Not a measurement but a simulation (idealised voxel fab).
A process module follows: voxel plated lines.
cross-section cut | 215 nm wide | cells 5 nm
A cross-section is a grid of square cells, given in bands from the top down. A band is one or more rows of cells.
Top height, bottom height, nm. Materials left to right, width each, nm. Single material + "edge to edge" = fills band edge to edge. "empty" = empty.
Note: height 0 marks the level under which the wafer is uniformly one material as received. Lowest band unbounded below, written "0 and below".
It should be noted that a width expressed as "30->40" varies in equal increments from row to row of cells within the band, taking the value of the first number at the top row and that of the second number at the bottom row.
The cross-section has no changed cell in any step marked "no alteration".
"Enclosed void listing" specifies each empty space that is not open to the top and that occupies no fewer than 8 cells, using the form width x height at distance, the distance measured from the left edge and all three quantities in nm.
What comes after the settings on a step's line is commentary from the simulator itself on that step.
On any step carrying a mask, the "overlay nm" setting, if present on the step's line, tells how far right of its planned place the mask lay; negative values point to the left.

SO HERE'S THE LINEUP OF PROCESS STEPS WE PLANNED
1. RECEIVE [material Si]
2. CONFORMAL_DEP [material SiO2] [thk nm 15]
3. DIRECTIONAL_DEP [material TiN] [thk nm 5]
4. PATTERN [tone open] [mask id LINES] [material resist] [width nm 20] [pitch nm 40] [thk nm 40] [overlay nm 0]
5. EPI [material Ru] [thk nm 10]
6. EPI [material Ru] [thk nm 5]
7. EPI [material Ru] [thk nm 5]
8. STRIP [etch materials resist]
9. DIRECTIONAL_ETCH [etch materials TiN] [depth nm 5]
10. CONFORMAL_DEP [material SiN] [thk nm 10]

WHAT FOLLOWS COVERS THE FIRST OF TWO WAFERS; IT RAN AS PLANNED

AS RECEIVED (POST STEP 1): CROSS-SECTION
	0 and below | Si edge to edge
	Enclosed void listing: none

CROSS-SECTION THROUGH THE WAFER, STEP 2 FINISHED
	15 down to 0 | SiO2 edge to edge
	Nothing below the height 0 has changed.

CROSS-SECTION THROUGH THE WAFER, STEP 3 FINISHED
	20 down to 15 | TiN edge to edge
	Nothing below the height 15 has changed.

CROSS-SECTION THROUGH THE WAFER, STEP 4 FINISHED
	60 down to 20 | 55 nm resist / 20 nm empty / 20 nm resist / 20 nm empty / 20 nm resist / 20 nm empty / 60 nm resist
	Nothing below the height 20 has changed.

CROSS-SECTION THROUGH THE WAFER, STEP 5 FINISHED
	60 down to 30 | 55 nm resist / 20 nm empty / 20 nm resist / 20 nm empty / 20 nm resist / 20 nm empty / 60 nm resist
	30 down to 20 | 55 nm resist / 20 nm Ru / 20 nm resist / 20 nm Ru / 20 nm resist / 20 nm Ru / 60 nm resist
	Nothing below the height 20 has changed.

CROSS-SECTION THROUGH THE WAFER, STEP 6 FINISHED
	60 down to 35 | 55 nm resist / 20 nm empty / 20 nm resist / 20 nm empty / 20 nm resist / 20 nm empty / 60 nm resist
	35 down to 20 | 55 nm resist / 20 nm Ru / 20 nm resist / 20 nm Ru / 20 nm resist / 20 nm Ru / 60 nm resist
	Nothing below the height 20 has changed.

CROSS-SECTION THROUGH THE WAFER, STEP 7 FINISHED
	60 down to 40 | 55 nm resist / 20 nm empty / 20 nm resist / 20 nm empty / 20 nm resist / 20 nm empty / 60 nm resist
	40 down to 20 | 55 nm resist / 20 nm Ru / 20 nm resist / 20 nm Ru / 20 nm resist / 20 nm Ru / 60 nm resist
	Nothing below the height 20 has changed.

CROSS-SECTION THROUGH THE WAFER, STEP 8 FINISHED
	40 down to 20 | 55 nm empty / 20 nm Ru / 20 nm empty / 20 nm Ru / 20 nm empty / 20 nm Ru / 60 nm empty
	Nothing below the height 20 has changed.

CROSS-SECTION THROUGH THE WAFER, STEP 9 FINISHED
	40 down to 20 | 55 nm empty / 20 nm Ru / 20 nm empty / 20 nm Ru / 20 nm empty / 20 nm Ru / 60 nm empty
	20 down to 15 | 55 nm empty / 20 nm TiN / 20 nm empty / 20 nm TiN / 20 nm empty / 20 nm TiN / 60 nm empty
	Nothing below the height 15 has changed.

CROSS-SECTION THROUGH THE WAFER, STEP 10 FINISHED
	50 down to 40 | 45 nm empty / 120 nm SiN / 50 nm empty
	40 down to 25 | 45 nm empty / 10 nm SiN / 20 nm Ru / 20 nm SiN / 20 nm Ru / 20 nm SiN / 20 nm Ru / 10 nm SiN / 50 nm empty
	25 down to 20 | 55 nm SiN / 20 nm Ru / 20 nm SiN / 20 nm Ru / 20 nm SiN / 20 nm Ru / 60 nm SiN
	20 down to 15 | 55 nm SiN / 20 nm TiN / 20 nm SiN / 20 nm TiN / 20 nm SiN / 20 nm TiN / 60 nm SiN
	Nothing below the height 15 has changed.

SECOND OF TWO: SAME START, SAME PLAN, ONE RUN ERROR; STEPS UP TO AND INCLUDING 1 MATCH THE FIRST

X-section, second wafer, when step 2 was due to finish: no alteration

X-SECTION, SECOND WAFER, WHEN STEP 3 WAS DUE TO FINISH
	5 down to 0 | TiN edge to edge
	Nothing below the height 0 has changed.

X-SECTION, SECOND WAFER, WHEN STEP 4 WAS DUE TO FINISH
	45 down to 5 | 55 nm resist / 20 nm empty / 20 nm resist / 20 nm empty / 20 nm resist / 20 nm empty / 60 nm resist
	Nothing below the height 5 has changed.

X-SECTION, SECOND WAFER, WHEN STEP 5 WAS DUE TO FINISH
	45 down to 15 | 55 nm resist / 20 nm empty / 20 nm resist / 20 nm empty / 20 nm resist / 20 nm empty / 60 nm resist
	15 down to 5 | 55 nm resist / 20 nm Ru / 20 nm resist / 20 nm Ru / 20 nm resist / 20 nm Ru / 60 nm resist
	Nothing below the height 5 has changed.

X-SECTION, SECOND WAFER, WHEN STEP 6 WAS DUE TO FINISH
	45 down to 20 | 55 nm resist / 20 nm empty / 20 nm resist / 20 nm empty / 20 nm resist / 20 nm empty / 60 nm resist
	20 down to 5 | 55 nm resist / 20 nm Ru / 20 nm resist / 20 nm Ru / 20 nm resist / 20 nm Ru / 60 nm resist
	Nothing below the height 5 has changed.

X-SECTION, SECOND WAFER, WHEN STEP 7 WAS DUE TO FINISH
	45 down to 25 | 55 nm resist / 20 nm empty / 20 nm resist / 20 nm empty / 20 nm resist / 20 nm empty / 60 nm resist
	25 down to 5 | 55 nm resist / 20 nm Ru / 20 nm resist / 20 nm Ru / 20 nm resist / 20 nm Ru / 60 nm resist
	Nothing below the height 5 has changed.

X-SECTION, SECOND WAFER, WHEN STEP 8 WAS DUE TO FINISH
	25 down to 5 | 55 nm empty / 20 nm Ru / 20 nm empty / 20 nm Ru / 20 nm empty / 20 nm Ru / 60 nm empty
	Nothing below the height 5 has changed.

X-SECTION, SECOND WAFER, WHEN STEP 9 WAS DUE TO FINISH
	25 down to 5 | 55 nm empty / 20 nm Ru / 20 nm empty / 20 nm Ru / 20 nm empty / 20 nm Ru / 60 nm empty
	5 down to 0 | 55 nm empty / 20 nm TiN / 20 nm empty / 20 nm TiN / 20 nm empty / 20 nm TiN / 60 nm empty
	Nothing below the height 0 has changed.

X-SECTION, SECOND WAFER, WHEN STEP 10 WAS DUE TO FINISH
	35 down to 25 | 45 nm empty / 120 nm SiN / 50 nm empty
	25 down to 10 | 45 nm empty / 10 nm SiN / 20 nm Ru / 20 nm SiN / 20 nm Ru / 20 nm SiN / 20 nm Ru / 10 nm SiN / 50 nm empty
	10 down to 5 | 55 nm SiN / 20 nm Ru / 20 nm SiN / 20 nm Ru / 20 nm SiN / 20 nm Ru / 60 nm SiN
	5 down to 0 | 55 nm SiN / 20 nm TiN / 20 nm SiN / 20 nm TiN / 20 nm SiN / 20 nm TiN / 60 nm SiN
	Nothing below the height 0 has changed.
It is concluded that the wafer was processed incorrectly with respect to the plan, in that the plan's step 2 went unexecuted, having been skipped
The final cell counts differ between the wafers, with the second having more or fewer of some materials than the first: -129 SiO2
